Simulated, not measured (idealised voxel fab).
The following process module bears the name voxel wiring stack.
Pictured: cross-section cut, 210 nm wide, on a grid of 5 nm square cells.
We lay out every cross-section as a grid of square cells and spell it out in bands from the top down, where one band means one or more rows of cells. It is stipulated that each band's entry specify, in nanometres, the height of the top of the band and then that of its bottom, followed by the materials of the band in left-to-right sequence, each together with its width in nanometres. A single material marked by the word "full width" is understood to fill the band from edge to edge; the word "blank" is understood to denote empty space. It should be noted that heights are counted from 0, beneath which the wafer as supplied is of one material throughout, and that the lowest band possesses no lower boundary but continues downward, as written in "0 and below". A width such as "30->40" changes by the same amount from each row of cells to the next, from the band's top row to its bottom row. "nothing got changed" means the step left every cell of the cross-section as it was. The label "Completely enclosed voids" introduces a list of the empty spaces, 8 cells or larger, that have no open way up to the top; each entry in it reads width x height at distance, where the distance is taken from the left edge and all three are stated in nm. Whatever follows a step's settings on its line is a remark the simulator itself makes about that step. overlay nm: how far to the right of its planned place the mask lay on this masked step (negative: to the left).

**The planned process steps are enumerated hereunder**
| 1 | RECEIVE with material Si |
| 2 | CONFORMAL_DEP with material SiO2, thk nm 15 |
| 3 | CONFORMAL_DEP with material SiN, thk nm 5 |
| 4 | DIRECTIONAL_DEP with material SiO2, thk nm 15 |
| 5 | PATTERN with tone open, mask id METAL_1, material resist, width nm 25, pitch nm 50, thk nm 20, overlay nm 0 |
| 6 | DIRECTIONAL_ETCH with etch materials SiO2, depth nm 15 |
| 7 | DIRECTIONAL_ETCH with etch materials SiN, depth nm 5 |
| 8 | STRIP with etch materials resist |
| 9 | CONFORMAL_DEP with material TiN, thk nm 5 |
| 10 | FILL_DEP with material Cu, thk nm 5 |
| 11 | CMP with height nm 35 |
| 12 | CONFORMAL_DEP with material SiCN, thk nm 5 |
| 13 | DIRECTIONAL_DEP with material lowk, thk nm 25 |
| 14 | DIRECTIONAL_DEP with material aC, thk nm 10 |
| 15 | PATTERN with tone open, mask id METAL_2_HOLES, material resist, width nm 15, pitch nm 50, thk nm 25, overlay nm 0 |
| 16 | DIRECTIONAL_ETCH with etch materials aC, depth nm 10 |
| 17 | STRIP with etch materials resist |
| 18 | DIRECTIONAL_ETCH with etch materials lowk, depth nm 25 |
| 19 | STRIP with etch materials aC |
| 20 | PATTERN with tone open, mask id METAL_2, material resist, width nm 25, pitch nm 50, thk nm 20, overlay nm 0 |
| 21 | DIRECTIONAL_ETCH with etch materials lowk, depth nm 15 |
| 22 | DIRECTIONAL_ETCH with etch materials SiCN, depth nm 5 |
| 23 | STRIP with etch materials resist |
| 24 | CONFORMAL_DEP with material TiN, thk nm 5 |
| 25 | FILL_DEP with material Cu, thk nm 5 |
| 26 | CMP with height nm 65 |
| 27 | CONFORMAL_DEP with material SiCN, thk nm 5 |
| 28 | DIRECTIONAL_DEP with material lowk, thk nm 30 |
| 29 | MASKED_ETCH with tone open, mask id METAL_3, width nm 25, pitch nm 50, etch materials lowk, depth nm 15, overlay nm 0 |
| 30 | DIRECTIONAL_DEP with material aC, thk nm 15 |
| 31 | PATTERN with tone open, mask id METAL_3_HOLES, material resist, width nm 15, pitch nm 50, thk nm 30, overlay nm 0 |
| 32 | DIRECTIONAL_ETCH with etch materials aC, depth nm 15 |
| 33 | STRIP with etch materials resist |
| 34 | DIRECTIONAL_ETCH with etch materials lowk, depth nm 15 |
| 35 | DIRECTIONAL_ETCH with etch materials SiCN, depth nm 5 |
| 36 | STRIP with etch materials aC |
| 37 | CONFORMAL_DEP with material TiN, thk nm 5 |
| 38 | FILL_DEP with material Cu, thk nm 10 |
| 39 | CMP with height nm 100 |
| 40 | CONFORMAL_DEP with material SiN, thk nm 5 |

**Cross-section of the wafer as it came to us, i.e., already through step 1**
  0 and below | Si full width
  Completely enclosed voids: none

**Cross-sectional image of the first of two wafers at the end of the module, the run having proceeded as planned**
  105 down to 100 | SiN full width
  100 down to 90 | lowk 65 nm; TiN 5 nm; Cu 15 nm; TiN 5 nm; lowk 25 nm; TiN 5 nm; Cu 15 nm; TiN 5 nm; lowk 70 nm
  90 down to 85 | lowk 65 nm; TiN 5 nm; Cu 5 nm; TiN 15 nm; lowk 25 nm; TiN 5 nm; Cu 5 nm; TiN 15 nm; lowk 70 nm
  85 down to 70 | lowk 65 nm; TiN 5 nm; Cu 5 nm; TiN 5 nm; lowk 35 nm; TiN 5 nm; Cu 5 nm; TiN 5 nm; lowk 80 nm
  70 down to 65 | SiCN 65 nm; TiN 15 nm; SiCN 35 nm; TiN 15 nm; SiCN 80 nm
  65 down to 55 | lowk 65 nm; TiN 5 nm; Cu 15 nm; TiN 5 nm; lowk 25 nm; TiN 5 nm; Cu 15 nm; TiN 5 nm; lowk 70 nm
  55 down to 50 | lowk 65 nm; TiN 5 nm; Cu 5 nm; TiN 15 nm; lowk 25 nm; TiN 5 nm; Cu 5 nm; TiN 15 nm; lowk 70 nm
  50 down to 40 | lowk 65 nm; TiN 5 nm; Cu 5 nm; TiN 5 nm; lowk 35 nm; TiN 5 nm; Cu 5 nm; TiN 5 nm; lowk 80 nm
  40 down to 35 | SiCN 65 nm; TiN 15 nm; SiCN 35 nm; TiN 15 nm; SiCN 80 nm
  35 down to 20 | SiO2 65 nm; TiN 5 nm; Cu 15 nm; TiN 5 nm; SiO2 25 nm; TiN 5 nm; Cu 15 nm; TiN 5 nm; SiO2 70 nm
  20 down to 15 | SiN 65 nm; TiN 25 nm; SiN 25 nm; TiN 25 nm; SiN 70 nm
  15 down to 0 | SiO2 full width
  0 and below | Si full width
  Completely enclosed voids: none

**What the second wafer looks like in cross-section once the module is done. Its start and its plan matched the first wafer's exactly; what differed was one mistake in how it was run**
  105 down to 100 | SiN full width
  100 down to 90 | lowk 65 nm; TiN 5 nm; Cu 15 nm; TiN 5 nm; lowk 25 nm; TiN 5 nm; Cu 15 nm; TiN 5 nm; lowk 70 nm
  90 down to 85 | lowk 65 nm; TiN 5 nm; Cu 5 nm; TiN 15 nm; lowk 25 nm; TiN 5 nm; Cu 5 nm; TiN 15 nm; lowk 70 nm
  85 down to 70 | lowk 65 nm; TiN 5 nm; Cu 5 nm; TiN 5 nm; lowk 35 nm; TiN 5 nm; Cu 5 nm; TiN 5 nm; lowk 80 nm
  70 down to 65 | SiCN 65 nm; TiN 15 nm; SiCN 35 nm; TiN 15 nm; SiCN 80 nm
  65 down to 55 | lowk 65 nm; TiN 5 nm; Cu 20 nm; TiN 5 nm; lowk 20 nm; TiN 5 nm; Cu 20 nm; TiN 5 nm; lowk 65 nm
  55 down to 45 | lowk 65 nm; TiN 5 nm; Cu 5 nm; TiN 20->5 nm; lowk 20->35 nm; TiN 5 nm; Cu 5 nm; TiN 20->5 nm; lowk 65->80 nm
  45 down to 40 | lowk 65 nm; TiN 15 nm; lowk 35 nm; TiN 15 nm; lowk 80 nm
  40 down to 35 | SiCN 70 nm; TiN 10 nm; SiCN 40 nm; TiN 10 nm; SiCN 80 nm
  35 down to 20 | SiO2 65 nm; TiN 5 nm; Cu 15 nm; TiN 5 nm; SiO2 25 nm; TiN 5 nm; Cu 15 nm; TiN 5 nm; SiO2 70 nm
  20 down to 15 | SiN 65 nm; TiN 25 nm; SiN 25 nm; TiN 25 nm; SiN 70 nm
  15 down to 0 | SiO2 full width
  0 and below | Si full width
  Completely enclosed voids: none
Deviation from plan: not per plan at step 20, really ran PATTERN with tone open, mask id METAL_2, material resist, width nm 25, pitch nm 50, thk nm 20, overlay nm 5
End of process, cell counts, second wafer against first, materials with more or fewer: +2 Cu | +2 SiCN | +2 TiN | -6 lowk
